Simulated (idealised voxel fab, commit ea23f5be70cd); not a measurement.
You're looking at the process module voxel air gaps.
Cross-section cut spans 285 nm and uses square cells 5 nm in size.
Cross-section format: a grid of square cells, given as bands from top to bottom; each band is one or more rows of cells.
Within each band entry, the heights of the top and of the bottom of the band appear first, in that order and in nm; the materials of the band then follow from left to right, each with its corresponding width in nm. The designation "edge to edge" on a single material indicates that it fills the band from edge to edge; the designation "blank" indicates empty space.
Where do heights start? At 0: under that level the wafer as delivered is made of one material only. And the lowest band has no floor; it just carries on downward, as in "top 0, no bottom".
The width entry "30 to 40" should be interpreted row by row: the top row of cells in the band takes the first number, the bottom row takes the second number, and the change between adjacent rows is uniform throughout.
Where a step carries "no alterations made", the cross-section came out of it unchanged, cell for cell.
"Closed void list" lists enclosed empty spaces (at least 8 cells, no open path upward to the top), each as width x height at distance from the left edge, in nm.
Where a step's line continues beyond its settings, the continuation is a remark by the simulator itself on that step.
"overlay nm", when on a step's line for a step with a mask, measures how far to the right of its planned place the mask lay; a negative measure means to the left.

**List of planned process steps**
1. RECEIVE [material Si]
2. CONFORMAL_DEP [material SiO2] [thk nm 10]
3. CONFORMAL_DEP [material SiN] [thk nm 5]
4. DIRECTIONAL_DEP [material lowk] [thk nm 40]
5. DIRECTIONAL_DEP [material aC] [thk nm 10]
6. PATTERN [tone open] [mask id LINES] [material resist] [width nm 15] [pitch nm 40] [thk nm 25] [overlay nm 0]
7. DIRECTIONAL_ETCH [etch materials aC] [depth nm 10]
8. STRIP [etch materials resist]
9. DIRECTIONAL_ETCH [etch materials lowk] [depth nm 40]
10. STRIP [etch materials aC]
11. CONFORMAL_DEP [material TiN] [thk nm 5]
12. FILL_DEP [material Ru] [thk nm 10]
13. CMP [height nm 55]
14. EPI [material Ru] [thk nm 10]
15. SELECTIVE_ETCH [etch materials lowk] [depth nm 50]
16. CONFORMAL_DEP [material SiN] [thk nm 5]

**The first of a set of two wafers, run to plan**

**Cross-section of the wafer as it came to us, i.e., already through step 1**
top 0, no bottom: Si edge to edge
Closed void list: none

**So this is the wafer cross-section right after step 2**
top 10, bottom 0: SiO2 edge to edge
Everything below 0 is unchanged.

**So this is the wafer cross-section right after step 3**
top 15, bottom 10: SiN edge to edge
Everything below 10 is unchanged.

**So this is the wafer cross-section right after step 4**
top 55, bottom 15: lowk edge to edge
Everything below 15 is unchanged.

**So this is the wafer cross-section right after step 5**
top 65, bottom 55: aC edge to edge
Everything below 55 is unchanged.

**So this is the wafer cross-section right after step 6**
top 90, bottom 65: 75 nm resist; 15 nm blank; 25 nm resist; 15 nm blank; 25 nm resist; 15 nm blank; 25 nm resist; 15 nm blank; 75 nm resist
Everything below 65 is unchanged.

**So this is the wafer cross-section right after step 7**
top 80, bottom 65: 75 nm resist; 15 nm blank; 25 nm resist; 15 nm blank; 25 nm resist; 15 nm blank; 25 nm resist; 15 nm blank; 75 nm resist
top 65, bottom 55: 75 nm aC; 15 nm blank; 25 nm aC; 15 nm blank; 25 nm aC; 15 nm blank; 25 nm aC; 15 nm blank; 75 nm aC
Everything below 55 is unchanged.

**So this is the wafer cross-section right after step 8**
top 65, bottom 55: 75 nm aC; 15 nm blank; 25 nm aC; 15 nm blank; 25 nm aC; 15 nm blank; 25 nm aC; 15 nm blank; 75 nm aC
Everything below 55 is unchanged.

**So this is the wafer cross-section right after step 9**
top 65, bottom 55: 75 nm aC; 15 nm blank; 25 nm aC; 15 nm blank; 25 nm aC; 15 nm blank; 25 nm aC; 15 nm blank; 75 nm aC
top 55, bottom 15: 75 nm lowk; 15 nm blank; 25 nm lowk; 15 nm blank; 25 nm lowk; 15 nm blank; 25 nm lowk; 15 nm blank; 75 nm lowk
Everything below 15 is unchanged.

**So this is the wafer cross-section right after step 10**
top 55, bottom 15: 75 nm lowk; 15 nm blank; 25 nm lowk; 15 nm blank; 25 nm lowk; 15 nm blank; 25 nm lowk; 15 nm blank; 75 nm lowk
Everything below 15 is unchanged.

**So this is the wafer cross-section right after step 11**
top 60, bottom 55: 80 nm TiN; 5 nm blank; 35 nm TiN; 5 nm blank; 35 nm TiN; 5 nm blank; 35 nm TiN; 5 nm blank; 80 nm TiN
top 55, bottom 20: 75 nm lowk; 5 nm TiN; 5 nm blank; 5 nm TiN; 25 nm lowk; 5 nm TiN; 5 nm blank; 5 nm TiN; 25 nm lowk; 5 nm TiN; 5 nm blank; 5 nm TiN; 25 nm lowk; 5 nm TiN; 5 nm blank; 5 nm TiN; 75 nm lowk
top 20, bottom 15: 75 nm lowk; 15 nm TiN; 25 nm lowk; 15 nm TiN; 25 nm lowk; 15 nm TiN; 25 nm lowk; 15 nm TiN; 75 nm lowk
Everything below 15 is unchanged.

**So this is the wafer cross-section right after step 12**
top 70, bottom 60: Ru edge to edge
top 60, bottom 55: 80 nm TiN; 5 nm Ru; 35 nm TiN; 5 nm Ru; 35 nm TiN; 5 nm Ru; 35 nm TiN; 5 nm Ru; 80 nm TiN
top 55, bottom 20: 75 nm lowk; 5 nm TiN; 5 nm Ru; 5 nm TiN; 25 nm lowk; 5 nm TiN; 5 nm Ru; 5 nm TiN; 25 nm lowk; 5 nm TiN; 5 nm Ru; 5 nm TiN; 25 nm lowk; 5 nm TiN; 5 nm Ru; 5 nm TiN; 75 nm lowk
Everything below 20 is unchanged.

**So this is the wafer cross-section right after step 13**
top 55, bottom 20: 75 nm lowk; 5 nm TiN; 5 nm Ru; 5 nm TiN; 25 nm lowk; 5 nm TiN; 5 nm Ru; 5 nm TiN; 25 nm lowk; 5 nm TiN; 5 nm Ru; 5 nm TiN; 25 nm lowk; 5 nm TiN; 5 nm Ru; 5 nm TiN; 75 nm lowk
Everything below 20 is unchanged.

**So this is the wafer cross-section right after step 14**
top 65, bottom 55: 65 nm blank; 35 nm Ru; 5 nm blank; 35 nm Ru; 5 nm blank; 35 nm Ru; 5 nm blank; 35 nm Ru; 65 nm blank
Everything below 55 is unchanged.

**So this is the wafer cross-section right after step 15**
top 65, bottom 55: 65 nm blank; 35 nm Ru; 5 nm blank; 35 nm Ru; 5 nm blank; 35 nm Ru; 5 nm blank; 35 nm Ru; 65 nm blank
top 55, bottom 20: 75 nm blank; 5 nm TiN; 5 nm Ru; 5 nm TiN; 25 nm blank; 5 nm TiN; 5 nm Ru; 5 nm TiN; 25 nm blank; 5 nm TiN; 5 nm Ru; 5 nm TiN; 25 nm blank; 5 nm TiN; 5 nm Ru; 5 nm TiN; 75 nm blank
top 20, bottom 15: 75 nm blank; 15 nm TiN; 25 nm blank; 15 nm TiN; 25 nm blank; 15 nm TiN; 25 nm blank; 15 nm TiN; 75 nm blank
Everything below 15 is unchanged.

**So this is the wafer cross-section right after step 16**
top 70, bottom 65: 60 nm blank; 165 nm SiN; 60 nm blank
top 65, bottom 55: 60 nm blank; 5 nm SiN; 35 nm Ru; 5 nm SiN; 35 nm Ru; 5 nm SiN; 35 nm Ru; 5 nm SiN; 35 nm Ru; 5 nm SiN; 60 nm blank
top 55, bottom 50: 60 nm blank; 15 nm SiN; 5 nm TiN; 5 nm Ru; 5 nm TiN; 25 nm SiN; 5 nm TiN; 5 nm Ru; 5 nm TiN; 25 nm SiN; 5 nm TiN; 5 nm Ru; 5 nm TiN; 25 nm SiN; 5 nm TiN; 5 nm Ru; 5 nm TiN; 15 nm SiN; 60 nm blank
top 50, bottom 20: 70 nm blank; 5 nm SiN; 5 nm TiN; 5 nm Ru; 5 nm TiN; 5 nm SiN; 15 nm blank; 5 nm SiN; 5 nm TiN; 5 nm Ru; 5 nm TiN; 5 nm SiN; 15 nm blank; 5 nm SiN; 5 nm TiN; 5 nm Ru; 5 nm TiN; 5 nm SiN; 15 nm blank; 5 nm SiN; 5 nm TiN; 5 nm Ru; 5 nm TiN; 5 nm SiN; 70 nm blank
top 20, bottom 15: 75 nm SiN; 15 nm TiN; 25 nm SiN; 15 nm TiN; 25 nm SiN; 15 nm TiN; 25 nm SiN; 15 nm TiN; 75 nm SiN
Everything below 15 is unchanged.
Closed void list: 15 x 30 at 95; 15 x 30 at 135; 15 x 30 at 175

**Wafer two: like wafer one in start and plan, but with one mistake in execution; identical up to and including step 5**

**At the planned end of step 6, the second wafer in cross-section**
top 90, bottom 65: 85 nm resist; 15 nm blank; 25 nm resist; 15 nm blank; 25 nm resist; 15 nm blank; 25 nm resist; 15 nm blank; 65 nm resist
Everything below 65 is unchanged.

**At the planned end of step 7, the second wafer in cross-section**
top 80, bottom 65: 85 nm resist; 15 nm blank; 25 nm resist; 15 nm blank; 25 nm resist; 15 nm blank; 25 nm resist; 15 nm blank; 65 nm resist
top 65, bottom 55: 85 nm aC; 15 nm blank; 25 nm aC; 15 nm blank; 25 nm aC; 15 nm blank; 25 nm aC; 15 nm blank; 65 nm aC
Everything below 55 is unchanged.

**At the planned end of step 8, the second wafer in cross-section**
top 65, bottom 55: 85 nm aC; 15 nm blank; 25 nm aC; 15 nm blank; 25 nm aC; 15 nm blank; 25 nm aC; 15 nm blank; 65 nm aC
Everything below 55 is unchanged.

**At the planned end of step 9, the second wafer in cross-section**
top 65, bottom 55: 85 nm aC; 15 nm blank; 25 nm aC; 15 nm blank; 25 nm aC; 15 nm blank; 25 nm aC; 15 nm blank; 65 nm aC
top 55, bottom 15: 85 nm lowk; 15 nm blank; 25 nm lowk; 15 nm blank; 25 nm lowk; 15 nm blank; 25 nm lowk; 15 nm blank; 65 nm lowk
Everything below 15 is unchanged.

**At the planned end of step 10, the second wafer in cross-section**
top 55, bottom 15: 85 nm lowk; 15 nm blank; 25 nm lowk; 15 nm blank; 25 nm lowk; 15 nm blank; 25 nm lowk; 15 nm blank; 65 nm lowk
Everything below 15 is unchanged.

**At the planned end of step 11, the second wafer in cross-section**
top 60, bottom 55: 90 nm TiN; 5 nm blank; 35 nm TiN; 5 nm blank; 35 nm TiN; 5 nm blank; 35 nm TiN; 5 nm blank; 70 nm TiN
top 55, bottom 20: 85 nm lowk; 5 nm TiN; 5 nm blank; 5 nm TiN; 25 nm lowk; 5 nm TiN; 5 nm blank; 5 nm TiN; 25 nm lowk; 5 nm TiN; 5 nm blank; 5 nm TiN; 25 nm lowk; 5 nm TiN; 5 nm blank; 5 nm TiN; 65 nm lowk
top 20, bottom 15: 85 nm lowk; 15 nm TiN; 25 nm lowk; 15 nm TiN; 25 nm lowk; 15 nm TiN; 25 nm lowk; 15 nm TiN; 65 nm lowk
Everything below 15 is unchanged.

**At the planned end of step 12, the second wafer in cross-section**
top 70, bottom 60: Ru edge to edge
top 60, bottom 55: 90 nm TiN; 5 nm Ru; 35 nm TiN; 5 nm Ru; 35 nm TiN; 5 nm Ru; 35 nm TiN; 5 nm Ru; 70 nm TiN
top 55, bottom 20: 85 nm lowk; 5 nm TiN; 5 nm Ru; 5 nm TiN; 25 nm lowk; 5 nm TiN; 5 nm Ru; 5 nm TiN; 25 nm lowk; 5 nm TiN; 5 nm Ru; 5 nm TiN; 25 nm lowk; 5 nm TiN; 5 nm Ru; 5 nm TiN; 65 nm lowk
Everything below 20 is unchanged.

**At the planned end of step 13, the second wafer in cross-section**
top 55, bottom 20: 85 nm lowk; 5 nm TiN; 5 nm Ru; 5 nm TiN; 25 nm lowk; 5 nm TiN; 5 nm Ru; 5 nm TiN; 25 nm lowk; 5 nm TiN; 5 nm Ru; 5 nm TiN; 25 nm lowk; 5 nm TiN; 5 nm Ru; 5 nm TiN; 65 nm lowk
Everything below 20 is unchanged.

**At the planned end of step 14, the second wafer in cross-section**
top 65, bottom 55: 75 nm blank; 35 nm Ru; 5 nm blank; 35 nm Ru; 5 nm blank; 35 nm Ru; 5 nm blank; 35 nm Ru; 55 nm blank
Everything below 55 is unchanged.

**At the planned end of step 15, the second wafer in cross-section**
top 65, bottom 55: 75 nm blank; 35 nm Ru; 5 nm blank; 35 nm Ru; 5 nm blank; 35 nm Ru; 5 nm blank; 35 nm Ru; 55 nm blank
top 55, bottom 20: 85 nm blank; 5 nm TiN; 5 nm Ru; 5 nm TiN; 25 nm blank; 5 nm TiN; 5 nm Ru; 5 nm TiN; 25 nm blank; 5 nm TiN; 5 nm Ru; 5 nm TiN; 25 nm blank; 5 nm TiN; 5 nm Ru; 5 nm TiN; 65 nm blank
top 20, bottom 15: 85 nm blank; 15 nm TiN; 25 nm blank; 15 nm TiN; 25 nm blank; 15 nm TiN; 25 nm blank; 15 nm TiN; 65 nm blank
Everything below 15 is unchanged.

**At the planned end of step 16, the second wafer in cross-section**
top 70, bottom 65: 70 nm blank; 165 nm SiN; 50 nm blank
top 65, bottom 55: 70 nm blank; 5 nm SiN; 35 nm Ru; 5 nm SiN; 35 nm Ru; 5 nm SiN; 35 nm Ru; 5 nm SiN; 35 nm Ru; 5 nm SiN; 50 nm blank
top 55, bottom 50: 70 nm blank; 15 nm SiN; 5 nm TiN; 5 nm Ru; 5 nm TiN; 25 nm SiN; 5 nm TiN; 5 nm Ru; 5 nm TiN; 25 nm SiN; 5 nm TiN; 5 nm Ru; 5 nm TiN; 25 nm SiN; 5 nm TiN; 5 nm Ru; 5 nm TiN; 15 nm SiN; 50 nm blank
top 50, bottom 20: 80 nm blank; 5 nm SiN; 5 nm TiN; 5 nm Ru; 5 nm TiN; 5 nm SiN; 15 nm blank; 5 nm SiN; 5 nm TiN; 5 nm Ru; 5 nm TiN; 5 nm SiN; 15 nm blank; 5 nm SiN; 5 nm TiN; 5 nm Ru; 5 nm TiN; 5 nm SiN; 15 nm blank; 5 nm SiN; 5 nm TiN; 5 nm Ru; 5 nm TiN; 5 nm SiN; 60 nm blank
top 20, bottom 15: 85 nm SiN; 15 nm TiN; 25 nm SiN; 15 nm TiN; 25 nm SiN; 15 nm TiN; 25 nm SiN; 15 nm TiN; 65 nm SiN
Everything below 15 is unchanged.
Closed void list: 15 x 30 at 105; 15 x 30 at 145; 15 x 30 at 185
It is concluded that the wafer was processed incorrectly with respect to the plan, in that for step 6, the planned setting was not used; the step was instead run as PATTERN [tone open] [mask id LINES] [material resist] [width nm 15] [pitch nm 40] [thk nm 25] [overlay nm 10]
End check, second vs first wafer: material counts in cells match, positions do not.
